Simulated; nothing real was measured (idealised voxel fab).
The document below concerns the process module designated voxel wiring stack.
Pictured: cross-section cut, 300 nm wide, on a grid of 5 nm square cells.
Cross-section format: a grid of square cells, given as bands from top to bottom; each band is one or more rows of cells. Basically the band line says how high the top is and how high the bottom is, in nm, and then what's in it from left to right, every material with its width in nm. Empty space shows up as "air", and if a single material carries "edge to edge" it runs the full band edge to edge. Heights are measured from 0, the level below which the as-received wafer is all one material; the lowest band has no bottom and continues downward, written as in "0..down". It should be noted that a width expressed as "30->40" varies in equal increments from row to row of cells within the band, taking the value of the first number at the top row and that of the second number at the bottom row. No cell of the cross-section changed in a step that is given as "remained the same". "Voids lacking openings": sealed empty spaces, 8 cells or more, no open way to top, listed width x height at distance, with distance from the left edge and width, height and distance in nm. If you see something after the settings on a step's line, that's the simulator's own remark about that step. "overlay nm" on a masked step: distance the mask lay right of its planned place, negative for left.
PROCESS STEPS (PLANNED)
1. RECEIVE,material Si
2. CONFORMAL_DEP,material SiO2,thk nm 15
3. CONFORMAL_DEP,material SiN,thk nm 5
4. DIRECTIONAL_DEP,material lowk,thk nm 25
5. DIRECTIONAL_DEP,material aC,thk nm 10
6. PATTERN,tone open,mask id METAL_1,material resist,width nm 30,pitch nm 55,thk nm 30,overlay nm 0
7. DIRECTIONAL_ETCH,etch materials aC,depth nm 10
8. STRIP,etch materials resist
9. DIRECTIONAL_ETCH,etch materials lowk,depth nm 25
10. DIRECTIONAL_ETCH,etch materials SiN,depth nm 5
11. STRIP,etch materials aC
12. CONFORMAL_DEP,material TiN,thk nm 5
13. FILL_DEP,material Cu,thk nm 5
14. CMP,height nm 45
15. CONFORMAL_DEP,material SiCN,thk nm 5
16. DIRECTIONAL_DEP,material lowk,thk nm 15
17. MASKED_ETCH,tone open,mask id PLUG_1,width nm 15,pitch nm 55,etch materials lowk,depth nm 15,overlay nm 0
18. MASKED_ETCH,tone open,mask id PLUG_1,width nm 15,pitch nm 55,etch materials SiCN,depth nm 5,overlay nm 0
19. EPI,material Ru,thk nm 10
20. EPI,material Ru,thk nm 10
21. DIRECTIONAL_DEP,material TiN,thk nm 5
22. DIRECTIONAL_DEP,material Ru,thk nm 15
23. DIRECTIONAL_DEP,material aC,thk nm 15
24. PATTERN,tone cover,mask id METAL_2,material resist,width nm 30,pitch nm 55,thk nm 35,overlay nm 0
25. DIRECTIONAL_ETCH,etch materials aC,depth nm 15
26. STRIP,etch materials resist
27. DIRECTIONAL_ETCH,etch materials Ru,depth nm 15
28. DIRECTIONAL_ETCH,etch materials TiN,depth nm 5
29. STRIP,etch materials aC
30. CONFORMAL_DEP,material SiCN,thk nm 5
31. FILL_DEP,material SiO2,thk nm 5
32. CMP,height nm 85
33. CONFORMAL_DEP,material SiCN,thk nm 5
34. DIRECTIONAL_DEP,material SiO2,thk nm 20
35. PATTERN,tone open,mask id PLUG_2,material resist,width nm 15,pitch nm 55,thk nm 15,overlay nm 0
36. DIRECTIONAL_ETCH,etch materials SiO2,depth nm 20
37. DIRECTIONAL_ETCH,etch materials SiCN,depth nm 5
38. STRIP,etch materials resist
39. CONFORMAL_DEP,material TiN,thk nm 5
40. FILL_DEP,material Ru,thk nm 10
41. CMP,height nm 110
42. CONFORMAL_DEP,material SiCN,thk nm 5
43. DIRECTIONAL_DEP,material lowk,thk nm 20
44. PATTERN,tone open,mask id METAL_3,material resist,width nm 30,pitch nm 55,thk nm 15,overlay nm 0
45. DIRECTIONAL_ETCH,etch materials lowk,depth nm 20
46. DIRECTIONAL_ETCH,etch materials SiCN,depth nm 5
47. STRIP,etch materials resist
48. CONFORMAL_DEP,material TiN,thk nm 5
49. FILL_DEP,material Ru,thk nm 5
50. CMP,height nm 135
51. CONFORMAL_DEP,material SiCN,thk nm 5
52. DIRECTIONAL_DEP,material SiO2,thk nm 20
53. DIRECTIONAL_DEP,material aC,thk nm 10
54. PATTERN,tone open,mask id PLUG_3,material resist,width nm 15,pitch nm 55,thk nm 25,overlay nm 0
55. DIRECTIONAL_ETCH,etch materials aC,depth nm 10
56. STRIP,etch materials resist
57. DIRECTIONAL_ETCH,etch materials SiO2,depth nm 20
58. DIRECTIONAL_ETCH,etch materials SiCN,depth nm 5
59. STRIP,etch materials aC
60. CONFORMAL_DEP,material TiN,thk nm 5
61. FILL_DEP,material W,thk nm 5
62. CMP,height nm 160
63. CONFORMAL_DEP,material SiCN,thk nm 5
64. DIRECTIONAL_DEP,material SiO2,thk nm 15
65. MASKED_ETCH,tone open,mask id METAL_4,width nm 30,pitch nm 55,etch materials SiO2,depth nm 15,overlay nm 0
66. MASKED_ETCH,tone open,mask id METAL_4,width nm 30,pitch nm 55,etch materials SiCN,depth nm 5,overlay nm 0
67. CONFORMAL_DEP,material TiN,thk nm 5
68. FILL_DEP,material Ru,thk nm 5
69. CMP,height nm 180
70. EPI,material Ru,thk nm 5
71. FILL_DEP,material SiCN,thk nm 5
THE CROSS-SECTION HERE SHOWS THE WAFER AS RECEIVED, I.E. IN ITS STATE AFTER STEP 1
* 0..down | Si edge to edge
* Voids lacking openings: none
STARTING WAFER: ABOVE. PLAN: ABOVE. RUN: ONE MISTAKE. CROSS-SECTION AFTER THE MODULE: BELOW
* 190..185 | SiCN edge to edge
* 185..180 | 75 SiCN, then 40 Ru, then 15 SiCN, then 40 Ru, then 15 SiCN, then 40 Ru, then 75 SiCN
* 180..165 | 80 SiO2, then 5 TiN, then 20 Ru, then 5 TiN, then 25 SiO2, then 5 TiN, then 20 Ru, then 5 TiN, then 25 SiO2, then 5 TiN, then 20 Ru, then 5 TiN, then 80 SiO2
* 165..160 | 80 SiCN, then 30 TiN, then 25 SiCN, then 30 TiN, then 25 SiCN, then 30 TiN, then 80 SiCN
* 160..140 | 80 SiO2, then 5 TiN, then 5 W, then 5 TiN, then 40 SiO2, then 5 TiN, then 5 W, then 5 TiN, then 40 SiO2, then 5 TiN, then 5 W, then 5 TiN, then 95 SiO2
* 140..135 | 80 SiCN, then 15 TiN, then 40 SiCN, then 15 TiN, then 40 SiCN, then 15 TiN, then 95 SiCN
* 135..115 | 80 lowk, then 5 TiN, then 20 Ru, then 5 TiN, then 25 lowk, then 5 TiN, then 20 Ru, then 5 TiN, then 25 lowk, then 5 TiN, then 20 Ru, then 5 TiN, then 80 lowk
* 115..110 | 80 SiCN, then 30 TiN, then 25 SiCN, then 30 TiN, then 25 SiCN, then 30 TiN, then 80 SiCN
* 110..90 | 90 SiO2, then 5 TiN, then 5 Ru, then 5 TiN, then 40 SiO2, then 5 TiN, then 5 Ru, then 5 TiN, then 40 SiO2, then 5 TiN, then 5 Ru, then 5 TiN, then 85 SiO2
* 90..85 | 90 SiCN, then 15 TiN, then 40 SiCN, then 15 TiN, then 40 SiCN, then 15 TiN, then 85 SiCN
* 85..70 | 75 SiO2, then 5 SiCN, then 30 Ru, then 5 SiCN, then 15 SiO2, then 5 SiCN, then 30 Ru, then 5 SiCN, then 15 SiO2, then 5 SiCN, then 30 Ru, then 5 SiCN, then 75 SiO2
* 70..65 | 80 SiCN, then 30 TiN, then 25 SiCN, then 30 TiN, then 25 SiCN, then 30 TiN, then 80 SiCN
* 65..50 | 80 lowk, then 15 Ru, then 40 lowk, then 15 Ru, then 40 lowk, then 15 Ru, then 95 lowk
* 50..45 | 80 SiCN, then 15 Ru, then 40 SiCN, then 15 Ru, then 40 SiCN, then 15 Ru, then 95 SiCN
* 45..20 | 80 lowk, then 5 TiN, then 20 Cu, then 5 TiN, then 25 lowk, then 5 TiN, then 20 Cu, then 5 TiN, then 25 lowk, then 5 TiN, then 20 Cu, then 5 TiN, then 80 lowk
* 20..15 | 80 SiN, then 30 TiN, then 25 SiN, then 30 TiN, then 25 SiN, then 30 TiN, then 80 SiN
* 15..0 | SiO2 edge to edge
* 0..down | Si edge to edge
* Voids lacking openings: none
Where did the run depart from the plan? step 35 did not use the planned setting and instead ran as PATTERN,tone open,mask id PLUG_2,material resist,width nm 15,pitch nm 55,thk nm 15,overlay nm 10
